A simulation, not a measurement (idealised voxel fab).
Proc. module: voxel released beams
For reference, the cross-section in this document is cut, with width 145 nm and square cells of 5 nm.
In what follows, cross-sections appear as grids of square cells, described through bands that run from the top down, where every band is one or more rows of cells. This entry defines a band. It first specifies the height of the band's top and the height of its bottom in nm, and then specifies the band's materials from left to right, stating each material with its width in nm. The word "edge to edge" identifies a single material that fills the band from edge to edge, while the word "air" identifies empty space. Beneath 0, the wafer as received is one material, and that level is where height counting begins. The lowest band goes on downward without a bottom; it is written like "0 down". It should be noted that a width expressed as "30..40" varies in equal increments from row to row of cells within the band, taking the value of the first number at the top row and that of the second number at the bottom row. The designation "left unchanged", where it is given for a processing step, indicates that no cell of the cross-section was altered in the course of that step. Basically, "Encapsulated voids" tells you about the enclosed voids: empty spaces with no open way to the top, 8 cells or bigger, each written width x height at distance, where distance is from the left edge, all in nm. Heads up: the bit after the settings on a step's line is the simulator's remark on that step. Each step line may optionally specify "overlay nm", which for a step with a mask gives the rightward distance between the mask's planned place and where it lay, a negative value indicating the leftward direction.
This section lists the process steps that were planned
1,RECEIVE,material Si
2,CONFORMAL_DEP,material SiN,thk nm 10
3,DIRECTIONAL_DEP,material SiO2,thk nm 10
4,DIRECTIONAL_DEP,material aC,thk nm 10
5,PATTERN,tone open,mask id ANCHOR,material resist,width nm 30,thk nm 30,overlay nm 0
6,DIRECTIONAL_ETCH,etch materials aC,depth nm 10
7,STRIP,etch materials resist
8,DIRECTIONAL_ETCH,etch materials SiO2,depth nm 10
9,STRIP,etch materials aC
10,CONFORMAL_DEP,material TiN,thk nm 10
11,DIRECTIONAL_DEP,material aC,thk nm 15
12,PATTERN,tone cover,mask id BEAM,material resist,width nm 90,thk nm 35,overlay nm 0
13,DIRECTIONAL_ETCH,etch materials aC,depth nm 15
14,STRIP,etch materials resist
15,DIRECTIONAL_ETCH,etch materials TiN,depth nm 10
16,STRIP,etch materials aC
17,STRIP,etch materials SiO2
As-received state of the wafer in cross-section, equivalent to post-step 1
> 0 down = Si edge to edge
> Encapsulated voids: none
Final cross-section, module run with one mistake (start and plan as above)
> 30 to 20 = air=25, then TiN=15, then air=10, then TiN=70, then air=25
> 20 to 10 = air=30, then TiN=30, then air=85
> 10 to 0 = SiN edge to edge
> 0 down = Si edge to edge
> Encapsulated voids: none
Error vs. plan: step 12 ran with different settings than intended, the actual operation and settings being PATTERN,tone cover,mask id BEAM,material resist,width nm 95,thk nm 35,overlay nm 0
